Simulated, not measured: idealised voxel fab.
process module | voxel local oxidation
cross-section cut | 240 nm wide | cells 5 nm
A cross-section is a grid of square cells, given in bands from the top down. A band is one or more rows of cells.
Each band's line starts with the height of the band's top and of its bottom, in nm. Then come its materials from left to right, each with its width in nm. One material with "throughout" fills the band from edge to edge. "air" is empty space.
Height 0 is the level under which the wafer as received is all one material. The lowest band goes on downwards, as in "0 down".
A width such as "30 to 40" changes by the same amount from each row of cells to the next, from the band's top row to its bottom row.
"no change" after a step means that no cell of the cross-section changed.
closed voids: empty space of 8 cells or more with no open way to the top, each as width x height at its distance from the left edge, in nm
after a step's settings: what the simulator itself notes on the step
overlay nm, on a step with a mask: how far to the right of its planned place the mask lay; to the left if negative
plan
1 op RECEIVE | material Si
2 op CONFORMAL_DEP | material SiO2 | thk nm 5
3 op CONFORMAL_DEP | material SiN | thk nm 10
4 op PATTERN | tone cover | mask id ACTIVE | material resist | width nm 95 | thk nm 15 | overlay nm 0
5 op DIRECTIONAL_ETCH | etch materials SiN | depth nm 10
6 op STRIP | etch materials resist
7 op SELECTIVE_ETCH | etch materials SiO2 | depth nm 5
8 op OXIDIZE | depth nm 10
9 op STRIP | etch materials SiN
as received, after step 1
  0 down: Si throughout
  closed voids: none
a wafer at the end: this start, this plan, one mistake
  5 to 0: air 70 | SiO2 95 | air 75
  0 to -10: SiO2 80 | Si 75 | SiO2 85
  -10 down: Si throughout
  closed voids: none
what went wrong: step 4 ran as: op PATTERN | tone cover | mask id ACTIVE | material resist | width nm 105 | thk nm 15 | overlay nm 0
